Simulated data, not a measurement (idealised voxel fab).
Process module in this document: voxel fin reveal
Square cells of 5 nm make up the cross-section cut, whose width is 205 nm.
Cross-section = grid of square cells, listed top down in bands; band = one or more rows. It is stipulated that each band's entry specify, in nanometres, the height of the top of the band and then that of its bottom, followed by the materials of the band in left-to-right sequence, each together with its width in nanometres. A single material marked by the word "throughout" is understood to fill the band from edge to edge; the word "air" is understood to denote empty space. Basically, 0 is our baseline, since under it the wafer straight out of the box is all one material. The bottom band has no lower end and keeps on going down, so it looks like "0 and below". The expression "30 to 40" gives the width at the extremes of the band, the first number at its top row of cells and the second at its bottom row, with the width changing by equal amounts from each row to the next in between. When a step is marked "remained unchanged", none of the cells in the cross-section changed during that step. Empty spaces without an open route to the top, at least 8 cells in extent, make up the entry "Voids, sealed"; each is given as width x height at distance, where the distance is measured from the left edge, and all are in nm. Anything after a step's settings on that line? It's the simulator's own note about the step. You can add "overlay nm" to a step's line. For a step with a mask, it describes how far the mask lay to the right of its planned position, and a negative number describes a lay to the left.
## So here's the lineup of process steps we planned
1,RECEIVE,material Si
2,CONFORMAL_DEP,material SiN,thk nm 5
3,DIRECTIONAL_DEP,material aC,thk nm 10
4,PATTERN,tone cover,mask id FINS,material resist,width nm 15,pitch nm 45,thk nm 30,overlay nm 0
5,DIRECTIONAL_ETCH,etch materials aC,depth nm 10
6,STRIP,etch materials resist
7,DIRECTIONAL_ETCH,etch materials SiN,depth nm 5
8,DIRECTIONAL_ETCH,etch materials Si,depth nm 35
9,STRIP,etch materials aC
10,FILL_DEP,material SiO2,thk nm 15
11,CMP,height nm 5
12,SELECTIVE_ETCH,etch materials SiO2,depth nm 15
13,STRIP,etch materials SiN
14,CONFORMAL_DEP,material HfO2,thk nm 5
Across this set of wafers, the varied parameter is the width nm of step 4. Starting conditions are identical for every wafer, and the plan reports the value assigned to the first wafer.
## first wafer as received, after step 1
	0 and below = Si throughout
	Voids, sealed: none
## The table below has one row for each wafer; a row shows, as of the end of the module, how many cells of each material the wafer has gained, marked (+), or lost, marked (-), since it was received, and then the wafer's closed voids
width nm 15 | +53 HfO2 | -224 Si | +160 SiO2 | Voids, sealed: none
width nm 20 | +53 HfO2 | -203 Si | +145 SiO2 | Voids, sealed: none
width nm 25 | +53 HfO2 | -182 Si | +130 SiO2 | Voids, sealed: none
width nm 30 | +53 HfO2 | -161 Si | +115 SiO2 | Voids, sealed: none
